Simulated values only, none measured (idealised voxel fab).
process module | voxel tone inversion
cross-section cut | 240 nm wide | cells 5 nm
A cross-section is a grid of square cells, given in bands from the top down. A band is one or more rows of cells.
Each band's line starts with the height of the band's top and of its bottom, in nm. Then come its materials from left to right, each with its width in nm. One material with "throughout" fills the band from edge to edge. "air" is empty space.
Height 0 is the level under which the wafer as received is all one material. The lowest band goes on downwards, as in "0 down".
A width such as "30 to 40" changes by the same amount from each row of cells to the next, from the band's top row to its bottom row.
"no change" after a step means that no cell of the cross-section changed.
closed voids: empty space of 8 cells or more with no open way to the top, each as width x height at its distance from the left edge, in nm
after a step's settings: what the simulator itself notes on the step
overlay nm, on a step with a mask: how far to the right of its planned place the mask lay; to the left if negative
plan
1 op RECEIVE | material Si
2 op CONFORMAL_DEP | material SiN | thk nm 10
3 op DIRECTIONAL_DEP | material aC | thk nm 25
4 op PATTERN | tone cover | mask id POSTS | material resist | width nm 20 | pitch nm 50 | thk nm 35 | overlay nm 0
5 op DIRECTIONAL_ETCH | etch materials aC | depth nm 25
6 op STRIP | etch materials resist
7 op FILL_DEP | material lowk | thk nm 5
8 op CMP | height nm 35
9 op STRIP | etch materials aC
10 op CONFORMAL_DEP | material TiN | thk nm 5
11 op FILL_DEP | material Ru | thk nm 10
12 op CMP | height nm 35
13 op CONFORMAL_DEP | material SiN | thk nm 5
as received, after step 1
  0 down: Si throughout
  closed voids: none
first wafer at the end, as planned
  40 to 35: SiN throughout
  35 to 15: lowk 35 | TiN 5 | Ru 10 | TiN 5 | lowk 30 | TiN 5 | Ru 10 | TiN 5 | lowk 30 | TiN 5 | Ru 10 | TiN 5 | lowk 30 | TiN 5 | Ru 10 | TiN 5 | lowk 35
  15 to 10: lowk 35 | TiN 20 | lowk 30 | TiN 20 | lowk 30 | TiN 20 | lowk 30 | TiN 20 | lowk 35
  10 to 0: SiN throughout
  0 down: Si throughout
  closed voids: none
second wafer at the end: like start, like plan, one mistake
  40 to 0: SiN throughout
  0 down: Si throughout
  closed voids: none
what went wrong: step 3 ran as: op DIRECTIONAL_DEP | material SiN | thk nm 25
at the end the second wafer has, in cells: 32 fewer of Ru | 240 more of SiN | 48 fewer of TiN | 160 fewer of lowk
